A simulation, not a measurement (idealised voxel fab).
voxel trench capacitor: a process module
cross-section cut | 260 nm wide | cells 5 nm
In what follows, cross-sections appear as grids of square cells, described through bands that run from the top down, where every band is one or more rows of cells.
For a band, the entry starts with two heights in nm, that of the top and then that of the bottom, and carries on with the band's materials in order from left to right, each alongside its width in nm; the word "edge to edge" beside a single material means it fills the band edge to edge, and "empty" means empty space.
Basically, 0 is our baseline, since under it the wafer straight out of the box is all one material. The bottom band has no lower end and keeps on going down, so it looks like "0 down".
Width "30->40": first value at the band's top row of cells, second value at its bottom row, equal change from row to row.
No cell of the cross-section changed in a step that is given as "no change".
"Sealed cavities" enumerates empty spaces isolated from the top, with no open way to it, that contain at least 8 cells, giving each as width x height at distance from the left edge, all three in nm.
after a step's settings: what the simulator itself notes on the step
The "overlay nm" setting may appear on a step's line; for a step that uses a mask, it gives how far to the right of its planned position the mask lay, and a negative value indicates the left.
Here's what the planned process steps look like
1 RECEIVE [material Si]
2 CONFORMAL_DEP [material SiN] [thk nm 5]
3 MASKED_ETCH [tone open] [mask id TRENCH] [width nm 25] [pitch nm 50] [etch materials SiN] [depth nm 5] [overlay nm 0]
4 MASKED_ETCH [tone open] [mask id TRENCH] [width nm 25] [pitch nm 50] [etch materials Si] [depth nm 30] [overlay nm 0]
5 CONFORMAL_DEP [material SiO2] [thk nm 5]
6 FILL_DEP [material polySi] [thk nm 10]
7 CMP [height nm 5]
Cross-section of the incoming wafer, state after step 1
> 0 down: Si edge to edge
> Sealed cavities: none
Cross-section taken at module completion on the first of two wafers; processed per the plan
> 5 to 0: SiN: 90 / SiO2: 5 / polySi: 15 / SiO2: 5 / SiN: 25 / SiO2: 5 / polySi: 15 / SiO2: 5 / SiN: 95
> 0 to -25: Si: 90 / SiO2: 5 / polySi: 15 / SiO2: 5 / Si: 25 / SiO2: 5 / polySi: 15 / SiO2: 5 / Si: 95
> -25 to -30: Si: 90 / SiO2: 25 / Si: 25 / SiO2: 25 / Si: 95
> -30 down: Si edge to edge
> Sealed cavities: none
Here is the second of the two wafers cut open at the end of the module - same start, same plan as the first one, but we made one mistake running it
> 5 to 0: SiN: 90 / SiO2: 5 / polySi: 15 / SiO2: 5 / SiN: 25 / SiO2: 5 / polySi: 15 / SiO2: 5 / SiN: 95
> 0 to -55: Si: 90 / SiO2: 5 / polySi: 15 / SiO2: 5 / Si: 25 / SiO2: 5 / polySi: 15 / SiO2: 5 / Si: 95
> -55 to -60: Si: 90 / SiO2: 25 / Si: 25 / SiO2: 25 / Si: 95
> -60 down: Si edge to edge
> Sealed cavities: none
Nonconformance to the process plan: twice, step 4 of the plan was run
Looking at both finished wafers in cells, the second ends up ahead of or behind the first on some materials: -60 Si | +24 SiO2 | +36 polySi
